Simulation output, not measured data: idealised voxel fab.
Process module, titled voxel local oxidation
FYI the section here is cut, 180 nm wide, cells are 5 nm squares.
When this document writes out a cross-section, it uses a grid of square cells and lists it as bands, beginning at the top and moving down, with a band standing for one or more rows of cells.
A band entry consists of two parts. The first gives the height of the band's top and the height of its bottom, in nm. The rest lists the band's materials from left to right, each with its width in nm. A single material labelled with the word "everywhere" fills the band from edge to edge, and the word "empty" marks empty space.
We count height from 0. Below that, the starting wafer is all one material. The lowest band never ends at the bottom but goes on down; see "0 and below" for how that is written.
Top row gets the first number, bottom row gets the second, and each row in between changes by the same step: that is how a band width like "30->40" works.
Basically "same as before" means that step didn't change any cell in the cross-section.
Each empty space that has no open way to the top and spans at least 8 cells appears under "Cavities, sealed" as width x height at distance, the distance counted from the left edge, all in nm.
On each step's line, the part that comes after the settings is the simulator's own comment on the step.
"overlay nm" on a masked step: distance the mask lay right of its planned place, negative for left.

Planned step list for the process
1 RECEIVE with material Si
2 OXIDIZE with depth nm 5
3 CONFORMAL_DEP with material SiN, thk nm 15
4 PATTERN with tone cover, mask id ACTIVE, material resist, width nm 120, thk nm 20, overlay nm 0
5 DIRECTIONAL_ETCH with etch materials SiN, depth nm 15
6 STRIP with etch materials resist
7 SELECTIVE_ETCH with etch materials SiO2, depth nm 5
8 OXIDIZE with depth nm 15
9 STRIP with etch materials SiN
Be aware that, although all wafers share a common starting state, the width nm at step 4 differs among them, and the plan displays the first wafer's value.

First wafer as received, after step 1
* 0 and below = Si everywhere
* Cavities, sealed: none

Here is the cross-section of the first of several wafers at the end of the module, after its last step, step 9
* 0 down to -5 = 35 of empty, then 110 of SiO2, then 35 of empty
* -5 down to -20 = 50 of SiO2, then 80 of Si, then 50 of SiO2
* -20 and below = Si everywhere
* Cavities, sealed: none

Here we cross-sectioned the last of the wafers once the module was done
* 0 down to -5 = 25 of empty, then 135 of SiO2, then 20 of empty
* -5 down to -20 = 40 of SiO2, then 105 of Si, then 35 of SiO2
* -20 and below = Si everywhere
* Cavities, sealed: none

Below, a row for every wafer. Read it as the end-of-module picture: for each material the wafer shows its cells gained (+) or lost (-) since it was received, and then its closed voids
width nm 120 | -96 Si | +82 SiO2 | Cavities, sealed: none
width nm 125 | -93 Si | +80 SiO2 | Cavities, sealed: none
width nm 130 | -90 Si | +78 SiO2 | Cavities, sealed: none
width nm 135 | -87 Si | +76 SiO2 | Cavities, sealed: none
width nm 140 | -84 Si | +74 SiO2 | Cavities, sealed: none
width nm 145 | -81 Si | +72 SiO2 | Cavities, sealed: none
